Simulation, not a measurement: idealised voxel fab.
Proc. module: voxel wiring stack
Shown is cross-section cut, with a width of 220 nm and square cells of size 5 nm.
We lay out every cross-section as a grid of square cells and spell it out in bands from the top down, where one band means one or more rows of cells. Read a band's entry like this: the first values are the height of its top and the height of its bottom in nm, and what follows is the sequence of materials from left to right, each with its width in nm. Note that "empty" is empty space, and that a single material marked "full width" reaches across the band from edge to edge. The level at which height equals 0 is the one under which the wafer, as it arrives, is entirely one material. No lower edge exists for the bottom band, which continues downward and is notated as in "0 -> down". The width entry "30->40" should be interpreted row by row: the top row of cells in the band takes the first number, the bottom row takes the second number, and the change between adjacent rows is uniform throughout. What does "all unchanged" mean for a step? It means no cell of the cross-section changed in that step. You'll see "Voids, enclosed" listing empty spaces that have no way open to the top, as long as they're 8 cells or more; the notation is width x height at distance, where the distance is from the left edge, and all of it is in nm. Anything after a step's settings on that line? It's the simulator's own note about the step. overlay nm: where the mask lay relative to plan, measured to the right, on steps with a mask; negatives go left.
Steps planned for the process
- 1: RECEIVE | material Si
- 2: CONFORMAL_DEP | material SiO2 | thk nm 10
- 3: DIRECTIONAL_DEP | material TiN | thk nm 5
- 4: DIRECTIONAL_DEP | material Ru | thk nm 20
- 5: DIRECTIONAL_DEP | material aC | thk nm 15
- 6: PATTERN | tone cover | mask id METAL_1 | material resist | width nm 20 | pitch nm 45 | thk nm 35 | overlay nm 0
- 7: DIRECTIONAL_ETCH | etch materials aC | depth nm 15
- 8: STRIP | etch materials resist
- 9: DIRECTIONAL_ETCH | etch materials Ru | depth nm 20
- 10: DIRECTIONAL_ETCH | etch materials TiN | depth nm 5
- 11: STRIP | etch materials aC
- 12: CONFORMAL_DEP | material SiCN | thk nm 5
- 13: FILL_DEP | material lowk | thk nm 5
- 14: CMP | height nm 35
- 15: CONFORMAL_DEP | material SiCN | thk nm 5
- 16: DIRECTIONAL_DEP | material lowk | thk nm 15
- 17: DIRECTIONAL_DEP | material aC | thk nm 10
- 18: PATTERN | tone open | mask id PLUG_1 | material resist | width nm 15 | pitch nm 45 | thk nm 25 | overlay nm 0
- 19: DIRECTIONAL_ETCH | etch materials aC | depth nm 10
- 20: STRIP | etch materials resist
- 21: DIRECTIONAL_ETCH | etch materials lowk | depth nm 15
- 22: DIRECTIONAL_ETCH | etch materials SiCN | depth nm 5
- 23: STRIP | etch materials aC
- 24: EPI | material Ru | thk nm 10
- 25: EPI | material Ru | thk nm 10
- 26: DIRECTIONAL_DEP | material TiN | thk nm 5
- 27: DIRECTIONAL_DEP | material W | thk nm 25
- 28: DIRECTIONAL_DEP | material aC | thk nm 15
- 29: PATTERN | tone cover | mask id METAL_2 | material resist | width nm 20 | pitch nm 45 | thk nm 30 | overlay nm 0
- 30: DIRECTIONAL_ETCH | etch materials aC | depth nm 15
- 31: STRIP | etch materials resist
- 32: DIRECTIONAL_ETCH | etch materials W | depth nm 25
- 33: DIRECTIONAL_ETCH | etch materials TiN | depth nm 5
- 34: STRIP | etch materials aC
- 35: FILL_DEP | material lowk | thk nm 10
- 36: CMP | height nm 85
- 37: CONFORMAL_DEP | material SiCN | thk nm 5
- 38: DIRECTIONAL_DEP | material lowk | thk nm 30
- 39: PATTERN | tone open | mask id METAL_3 | material resist | width nm 20 | pitch nm 45 | thk nm 20 | overlay nm 0
- 40: DIRECTIONAL_ETCH | etch materials lowk | depth nm 15
- 41: STRIP | etch materials resist
- 42: MASKED_ETCH | tone open | mask id METAL_3_HOLES | width nm 15 | pitch nm 45 | etch materials lowk | depth nm 15 | overlay nm 0
- 43: MASKED_ETCH | tone open | mask id METAL_3_HOLES | width nm 15 | pitch nm 45 | etch materials SiCN | depth nm 5 | overlay nm 0
- 44: CONFORMAL_DEP | material TiN | thk nm 5
- 45: FILL_DEP | material Cu | thk nm 5
- 46: CMP | height nm 120
- 47: CONFORMAL_DEP | material SiN | thk nm 5
First wafer, two in total, run as planned
Incoming wafer, cross-sectional view, post step 1
  0 -> down: Si full width
  Voids, enclosed: none
Wafer after step 2 (cross-section)
  10 -> 0: SiO2 full width
  Unchanged below 0.
Wafer after step 3 (cross-section)
  15 -> 10: TiN full width
  Unchanged below 10.
Wafer after step 4 (cross-section)
  35 -> 15: Ru full width
  Unchanged below 15.
Wafer after step 5 (cross-section)
  50 -> 35: aC full width
  Unchanged below 35.
Wafer after step 6 (cross-section)
  85 -> 50: empty (75); resist (20); empty (25); resist (20); empty (80)
  Unchanged below 50.
Wafer after step 7 (cross-section)
  70 -> 50: empty (75); resist (20); empty (25); resist (20); empty (80)
  50 -> 35: empty (75); aC (20); empty (25); aC (20); empty (80)
  Unchanged below 35.
Wafer after step 8 (cross-section)
  50 -> 35: empty (75); aC (20); empty (25); aC (20); empty (80)
  Unchanged below 35.
Wafer after step 9 (cross-section)
  50 -> 35: empty (75); aC (20); empty (25); aC (20); empty (80)
  35 -> 15: empty (75); Ru (20); empty (25); Ru (20); empty (80)
  Unchanged below 15.
Wafer after step 10 (cross-section)
  50 -> 35: empty (75); aC (20); empty (25); aC (20); empty (80)
  35 -> 15: empty (75); Ru (20); empty (25); Ru (20); empty (80)
  15 -> 10: empty (75); TiN (20); empty (25); TiN (20); empty (80)
  Unchanged below 10.
Wafer after step 11 (cross-section)
  35 -> 15: empty (75); Ru (20); empty (25); Ru (20); empty (80)
  Unchanged below 15.
Wafer after step 12 (cross-section)
  40 -> 35: empty (70); SiCN (30); empty (15); SiCN (30); empty (75)
  35 -> 15: empty (70); SiCN (5); Ru (20); SiCN (5); empty (15); SiCN (5); Ru (20); SiCN (5); empty (75)
  15 -> 10: SiCN (75); TiN (20); SiCN (25); TiN (20); SiCN (80)
  Unchanged below 10.
Wafer after step 13 (cross-section)
  45 -> 40: lowk full width
  40 -> 35: lowk (70); SiCN (30); lowk (15); SiCN (30); lowk (75)
  35 -> 15: lowk (70); SiCN (5); Ru (20); SiCN (5); lowk (15); SiCN (5); Ru (20); SiCN (5); lowk (75)
  Unchanged below 15.
Wafer after step 14 (cross-section)
  35 -> 15: lowk (70); SiCN (5); Ru (20); SiCN (5); lowk (15); SiCN (5); Ru (20); SiCN (5); lowk (75)
  Unchanged below 15.
Wafer after step 15 (cross-section)
  40 -> 35: SiCN full width
  Unchanged below 35.
Wafer after step 16 (cross-section)
  55 -> 40: lowk full width
  Unchanged below 40.
Wafer after step 17 (cross-section)
  65 -> 55: aC full width
  Unchanged below 55.
Wafer after step 18 (cross-section)
  90 -> 65: resist (75); empty (15); resist (30); empty (15); resist (85)
  Unchanged below 65.
Wafer after step 19 (cross-section)
  80 -> 65: resist (75); empty (15); resist (30); empty (15); resist (85)
  65 -> 55: aC (75); empty (15); aC (30); empty (15); aC (85)
  Unchanged below 55.
Wafer after step 20 (cross-section)
  65 -> 55: aC (75); empty (15); aC (30); empty (15); aC (85)
  Unchanged below 55.
Wafer after step 21 (cross-section)
  65 -> 55: aC (75); empty (15); aC (30); empty (15); aC (85)
  55 -> 40: lowk (75); empty (15); lowk (30); empty (15); lowk (85)
  Unchanged below 40.
Wafer after step 22 (cross-section)
  65 -> 55: aC (75); empty (15); aC (30); empty (15); aC (85)
  55 -> 40: lowk (75); empty (15); lowk (30); empty (15); lowk (85)
  40 -> 35: SiCN (75); empty (15); SiCN (30); empty (15); SiCN (85)
  Unchanged below 35.
Wafer after step 23 (cross-section)
  55 -> 40: lowk (75); empty (15); lowk (30); empty (15); lowk (85)
  Unchanged below 40.
Wafer after step 24 (cross-section)
  55 -> 45: lowk (75); empty (15); lowk (30); empty (15); lowk (85)
  45 -> 40: lowk (75); Ru (15); lowk (30); Ru (15); lowk (85)
  40 -> 35: SiCN (75); Ru (15); SiCN (30); Ru (15); SiCN (85)
  Unchanged below 35.
Wafer after step 25 (cross-section)
  55 -> 40: lowk (75); Ru (15); lowk (30); Ru (15); lowk (85)
  Unchanged below 40.
Wafer after step 26 (cross-section)
  60 -> 55: TiN full width
  Unchanged below 55.
Wafer after step 27 (cross-section)
  85 -> 60: W full width
  Unchanged below 60.
Wafer after step 28 (cross-section)
  100 -> 85: aC full width
  Unchanged below 85.
Wafer after step 29 (cross-section)
  130 -> 100: empty (75); resist (20); empty (25); resist (20); empty (80)
  Unchanged below 100.
Wafer after step 30 (cross-section)
  115 -> 100: empty (75); resist (20); empty (25); resist (20); empty (80)
  100 -> 85: empty (75); aC (20); empty (25); aC (20); empty (80)
  Unchanged below 85.
Wafer after step 31 (cross-section)
  100 -> 85: empty (75); aC (20); empty (25); aC (20); empty (80)
  Unchanged below 85.
Wafer after step 32 (cross-section)
  100 -> 85: empty (75); aC (20); empty (25); aC (20); empty (80)
  85 -> 60: empty (75); W (20); empty (25); W (20); empty (80)
  Unchanged below 60.
Wafer after step 33 (cross-section)
  100 -> 85: empty (75); aC (20); empty (25); aC (20); empty (80)
  85 -> 60: empty (75); W (20); empty (25); W (20); empty (80)
  60 -> 55: empty (75); TiN (20); empty (25); TiN (20); empty (80)
  Unchanged below 55.
Wafer after step 34 (cross-section)
  85 -> 60: empty (75); W (20); empty (25); W (20); empty (80)
  Unchanged below 60.
Wafer after step 35 (cross-section)
  95 -> 85: lowk full width
  85 -> 60: lowk (75); W (20); lowk (25); W (20); lowk (80)
  60 -> 55: lowk (75); TiN (20); lowk (25); TiN (20); lowk (80)
  Unchanged below 55.
Wafer after step 36 (cross-section)
  85 -> 60: lowk (75); W (20); lowk (25); W (20); lowk (80)
  Unchanged below 60.
Wafer after step 37 (cross-section)
  90 -> 85: SiCN full width
  Unchanged below 85.
Wafer after step 38 (cross-section)
  120 -> 90: lowk full width
  Unchanged below 90.
Wafer after step 39 (cross-section)
  140 -> 120: resist (75); empty (20); resist (25); empty (20); resist (80)
  Unchanged below 120.
Wafer after step 40 (cross-section)
  140 -> 120: resist (75); empty (20); resist (25); empty (20); resist (80)
  120 -> 105: lowk (75); empty (20); lowk (25); empty (20); lowk (80)
  Unchanged below 105.
Wafer after step 41 (cross-section)
  120 -> 105: lowk (75); empty (20); lowk (25); empty (20); lowk (80)
  Unchanged below 105.
Wafer after step 42 (cross-section)
  120 -> 105: lowk (75); empty (20); lowk (25); empty (20); lowk (80)
  105 -> 90: lowk (75); empty (15); lowk (30); empty (15); lowk (85)
  Unchanged below 90.
Wafer after step 43 (cross-section)
  120 -> 105: lowk (75); empty (20); lowk (25); empty (20); lowk (80)
  105 -> 90: lowk (75); empty (15); lowk (30); empty (15); lowk (85)
  90 -> 85: SiCN (75); empty (15); SiCN (30); empty (15); SiCN (85)
  Unchanged below 85.
Wafer after step 44 (cross-section)
  125 -> 120: TiN (80); empty (10); TiN (35); empty (10); TiN (85)
  120 -> 110: lowk (75); TiN (5); empty (10); TiN (5); lowk (25); TiN (5); empty (10); TiN (5); lowk (80)
  110 -> 105: lowk (75); TiN (5); empty (5); TiN (10); lowk (25); TiN (5); empty (5); TiN (10); lowk (80)
  105 -> 90: lowk (75); TiN (5); empty (5); TiN (5); lowk (30); TiN (5); empty (5); TiN (5); lowk (85)
  90 -> 85: SiCN (75); TiN (15); SiCN (30); TiN (15); SiCN (85)
  Unchanged below 85.
Wafer after step 45 (cross-section)
  130 -> 125: Cu full width
  125 -> 120: TiN (80); Cu (10); TiN (35); Cu (10); TiN (85)
  120 -> 110: lowk (75); TiN (5); Cu (10); TiN (5); lowk (25); TiN (5); Cu (10); TiN (5); lowk (80)
  110 -> 105: lowk (75); TiN (5); Cu (5); TiN (10); lowk (25); TiN (5); Cu (5); TiN (10); lowk (80)
  105 -> 90: lowk (75); TiN (5); Cu (5); TiN (5); lowk (30); TiN (5); Cu (5); TiN (5); lowk (85)
  Unchanged below 90.
Wafer after step 46 (cross-section)
  120 -> 110: lowk (75); TiN (5); Cu (10); TiN (5); lowk (25); TiN (5); Cu (10); TiN (5); lowk (80)
  Unchanged below 110.
Wafer after step 47 (cross-section)
  125 -> 120: SiN full width
  Unchanged below 120.
Second Wafer (Identical Start and Plan, One Processing Error; Matches First Wafer Through Step 28)
Second wafer profile in section, at the moment step 29 of the plan was meant to be complete
  130 -> 100: empty (80); resist (20); empty (25); resist (20); empty (75)
  Unchanged below 100.
Second wafer profile in section, at the moment step 30 of the plan was meant to be complete
  115 -> 100: empty (80); resist (20); empty (25); resist (20); empty (75)
  100 -> 85: empty (80); aC (20); empty (25); aC (20); empty (75)
  Unchanged below 85.
Second wafer profile in section, at the moment step 31 of the plan was meant to be complete
  100 -> 85: empty (80); aC (20); empty (25); aC (20); empty (75)
  Unchanged below 85.
Second wafer profile in section, at the moment step 32 of the plan was meant to be complete
  100 -> 85: empty (80); aC (20); empty (25); aC (20); empty (75)
  85 -> 60: empty (80); W (20); empty (25); W (20); empty (75)
  Unchanged below 60.
Second wafer profile in section, at the moment step 33 of the plan was meant to be complete
  100 -> 85: empty (80); aC (20); empty (25); aC (20); empty (75)
  85 -> 60: empty (80); W (20); empty (25); W (20); empty (75)
  60 -> 55: empty (80); TiN (20); empty (25); TiN (20); empty (75)
  Unchanged below 55.
Second wafer profile in section, at the moment step 34 of the plan was meant to be complete
  85 -> 60: empty (80); W (20); empty (25); W (20); empty (75)
  Unchanged below 60.
Second wafer profile in section, at the moment step 35 of the plan was meant to be complete
  95 -> 85: lowk full width
  85 -> 60: lowk (80); W (20); lowk (25); W (20); lowk (75)
  60 -> 55: lowk (80); TiN (20); lowk (25); TiN (20); lowk (75)
  Unchanged below 55.
Second wafer profile in section, at the moment step 36 of the plan was meant to be complete
  85 -> 60: lowk (80); W (20); lowk (25); W (20); lowk (75)
  Unchanged below 60.
Second wafer profile in section, at the moment step 37 of the plan was meant to be complete
  90 -> 85: SiCN full width
  Unchanged below 85.
Second wafer profile in section, at the moment step 38 of the plan was meant to be complete
  120 -> 90: lowk full width
  Unchanged below 90.
Second wafer profile in section, at the moment step 39 of the plan was meant to be complete
  140 -> 120: resist (75); empty (20); resist (25); empty (20); resist (80)
  Unchanged below 120.
Second wafer profile in section, at the moment step 40 of the plan was meant to be complete
  140 -> 120: resist (75); empty (20); resist (25); empty (20); resist (80)
  120 -> 105: lowk (75); empty (20); lowk (25); empty (20); lowk (80)
  Unchanged below 105.
Second wafer profile in section, at the moment step 41 of the plan was meant to be complete
  120 -> 105: lowk (75); empty (20); lowk (25); empty (20); lowk (80)
  Unchanged below 105.
Second wafer profile in section, at the moment step 42 of the plan was meant to be complete
  120 -> 105: lowk (75); empty (20); lowk (25); empty (20); lowk (80)
  105 -> 90: lowk (75); empty (15); lowk (30); empty (15); lowk (85)
  Unchanged below 90.
Second wafer profile in section, at the moment step 43 of the plan was meant to be complete
  120 -> 105: lowk (75); empty (20); lowk (25); empty (20); lowk (80)
  105 -> 90: lowk (75); empty (15); lowk (30); empty (15); lowk (85)
  90 -> 85: SiCN (75); empty (15); SiCN (30); empty (15); SiCN (85)
  Unchanged below 85.
Second wafer profile in section, at the moment step 44 of the plan was meant to be complete
  125 -> 120: TiN (80); empty (10); TiN (35); empty (10); TiN (85)
  120 -> 110: lowk (75); TiN (5); empty (10); TiN (5); lowk (25); TiN (5); empty (10); TiN (5); lowk (80)
  110 -> 105: lowk (75); TiN (5); empty (5); TiN (10); lowk (25); TiN (5); empty (5); TiN (10); lowk (80)
  105 -> 90: lowk (75); TiN (5); empty (5); TiN (5); lowk (30); TiN (5); empty (5); TiN (5); lowk (85)
  90 -> 85: SiCN (75); TiN (15); SiCN (30); TiN (15); SiCN (85)
  Unchanged below 85.
Second wafer profile in section, at the moment step 45 of the plan was meant to be complete
  130 -> 125: Cu full width
  125 -> 120: TiN (80); Cu (10); TiN (35); Cu (10); TiN (85)
  120 -> 110: lowk (75); TiN (5); Cu (10); TiN (5); lowk (25); TiN (5); Cu (10); TiN (5); lowk (80)
  110 -> 105: lowk (75); TiN (5); Cu (5); TiN (10); lowk (25); TiN (5); Cu (5); TiN (10); lowk (80)
  105 -> 90: lowk (75); TiN (5); Cu (5); TiN (5); lowk (30); TiN (5); Cu (5); TiN (5); lowk (85)
  Unchanged below 90.
Second wafer profile in section, at the moment step 46 of the plan was meant to be complete
  120 -> 110: lowk (75); TiN (5); Cu (10); TiN (5); lowk (25); TiN (5); Cu (10); TiN (5); lowk (80)
  Unchanged below 110.
Second wafer profile in section, at the moment step 47 of the plan was meant to be complete
  125 -> 120: SiN full width
  Unchanged below 120.
What was the processing mistake? step 29 ran as: PATTERN | tone cover | mask id METAL_2 | material resist | width nm 20 | pitch nm 45 | thk nm 30 | overlay nm 5
End check, second vs first wafer: material counts in cells match, positions do not.
